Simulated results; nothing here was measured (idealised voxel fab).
Documented hereafter: the process module known as voxel capacitor over wiring.
In the cross-section labelled cut, the width is 240 nm and each square cell is 5 nm.
Each cross-section below is a grid of square cells, stated as bands in top-down order, with one or more rows of cells making up each band.
The band entry comprises the height of the band's top followed by the height of its bottom, expressed in nm, and subsequently the band's materials from left to right, each stated together with its width in nm. Where a single material is marked with the word "everywhere", that material fills the band from edge to edge. The word "air" represents empty space.
Height is counted from the level 0, under which the received wafer is composed throughout of one material. The lowest of the bands is not closed at the bottom but continues downward, in the notation "0 nm and below".
The expression "30 to 40" gives the width at the extremes of the band, the first number at its top row of cells and the second at its bottom row, with the width changing by equal amounts from each row to the next in between.
"nothing different" after a step means that no cell of the cross-section changed.
This entry, "Enclosed cavities", enumerates those empty regions of no fewer than 8 cells that possess no open connection to the top. Each region is reported in the form width x height at distance, the distance being taken from the left edge, with all three quantities expressed in nm.
Note: text after step settings on the step line = simulator remark on that step.
overlay nm: on a step with a mask, how far right of its planned place the mask lay; negative means left.
## These are the steps we planned for the process
1) RECEIVE with material Si
2) CONFORMAL_DEP with material SiO2, thk nm 10
3) CONFORMAL_DEP with material SiN, thk nm 5
4) DIRECTIONAL_DEP with material lowk, thk nm 25
5) MASKED_ETCH with tone open, mask id METAL_1, width nm 20, pitch nm 80, etch materials lowk, depth nm 25, overlay nm 0
6) MASKED_ETCH with tone open, mask id METAL_1, width nm 20, pitch nm 80, etch materials SiN, depth nm 5, overlay nm 0
7) CONFORMAL_DEP with material TiN, thk nm 5
8) FILL_DEP with material Cu, thk nm 5
9) CMP with height nm 40
10) EPI with material Ru, thk nm 5
11) FILL_DEP with material SiCN, thk nm 5
12) DIRECTIONAL_DEP with material SiO2, thk nm 10
13) PATTERN with tone open, mask id PLUG_1, material resist, width nm 15, thk nm 15, overlay nm 0
14) DIRECTIONAL_ETCH with etch materials SiO2, depth nm 10
15) DIRECTIONAL_ETCH with etch materials SiCN, depth nm 5
16) STRIP with etch materials resist
17) CONFORMAL_DEP with material TiN, thk nm 5
18) FILL_DEP with material Ru, thk nm 5
19) CMP with height nm 60
20) DIRECTIONAL_DEP with material TiN, thk nm 5
21) DIRECTIONAL_DEP with material HfO2, thk nm 5
22) DIRECTIONAL_DEP with material TiN, thk nm 10
23) MASKED_ETCH with tone cover, mask id UPPER_PLATE, width nm 65, etch materials TiN, depth nm 10, overlay nm 0
24) MASKED_ETCH with tone cover, mask id UPPER_PLATE, width nm 65, etch materials HfO2, depth nm 5, overlay nm 0
25) MASKED_ETCH with tone cover, mask id LOWER_PLATE, width nm 75, etch materials TiN, depth nm 5, overlay nm 0
26) FILL_DEP with material SiO2, thk nm 20
27) CMP with height nm 95
28) PATTERN with tone open, mask id PLUG_2, material resist, width nm 15, thk nm 20, overlay nm 0
29) DIRECTIONAL_ETCH with etch materials SiO2, depth nm 15
30) STRIP with etch materials resist
31) CONFORMAL_DEP with material TiN, thk nm 5
32) FILL_DEP with material Cu, thk nm 5
33) CMP with height nm 95
34) CONFORMAL_DEP with material SiCN, thk nm 5
## Cross-section of the wafer at receipt, which is the condition after step 1
  0 nm and below: Si everywhere
  Enclosed cavities: none
## First of two wafers: cross-section at end of module, run per plan
  100 nm to 95 nm: SiCN everywhere
  95 nm to 85 nm: SiO2 (85)  TiN (5)  Cu (5)  TiN (5)  SiO2 (140)
  85 nm to 80 nm: SiO2 (85)  TiN (15)  SiO2 (140)
  80 nm to 70 nm: SiO2 (75)  TiN (65)  SiO2 (100)
  70 nm to 65 nm: SiO2 (75)  HfO2 (65)  SiO2 (100)
  65 nm to 60 nm: SiO2 (70)  TiN (75)  SiO2 (95)
  60 nm to 50 nm: SiO2 (75)  TiN (5)  Ru (5)  TiN (5)  SiO2 (150)
  50 nm to 45 nm: SiCN (75)  TiN (15)  SiCN (150)
  45 nm to 40 nm: SiCN (65)  Ru (30)  SiCN (50)  Ru (30)  SiCN (65)
  40 nm to 15 nm: lowk (70)  TiN (5)  Cu (10)  TiN (5)  lowk (60)  TiN (5)  Cu (10)  TiN (5)  lowk (70)
  15 nm to 10 nm: SiN (70)  TiN (20)  SiN (60)  TiN (20)  SiN (70)
  10 nm to 0 nm: SiO2 everywhere
  0 nm and below: Si everywhere
  Enclosed cavities: none
## Second wafer through the module, sectioned at the end: same beginning and same plan as the first wafer, with one mistake in carrying it out
  100 nm to 95 nm: SiCN everywhere
  95 nm to 85 nm: SiO2 (85)  TiN (5)  Cu (5)  TiN (5)  SiO2 (140)
  85 nm to 80 nm: SiO2 (85)  TiN (15)  SiO2 (140)
  80 nm to 70 nm: SiO2 (75)  TiN (65)  SiO2 (100)
  70 nm to 65 nm: SiO2 (75)  HfO2 (65)  SiO2 (100)
  65 nm to 60 nm: SiO2 (70)  TiN (75)  SiO2 (95)
  60 nm to 50 nm: SiO2 (75)  TiN (5)  Ru (5)  TiN (5)  SiO2 (150)
  50 nm to 45 nm: SiCN (75)  TiN (15)  SiCN (150)
  45 nm to 40 nm: Ru everywhere
  40 nm to 35 nm: Cu everywhere
  35 nm to 30 nm: TiN (75)  Cu (10)  TiN (70)  Cu (10)  TiN (75)
  30 nm to 5 nm: lowk (70)  TiN (5)  Cu (10)  TiN (5)  lowk (60)  TiN (5)  Cu (10)  TiN (5)  lowk (70)
  5 nm to 0 nm: SiN (70)  TiN (20)  SiN (60)  TiN (20)  SiN (70)
  0 nm and below: Si everywhere
  Enclosed cavities: none
Heads up, the wafer didn't run the way we planned it: step 2 of the plan was jumped over and never run
End check, counted in cells, second wafer has more or fewer of these materials than the first: Cu +52, Ru +36, SiCN -36, SiO2 -96, TiN +44
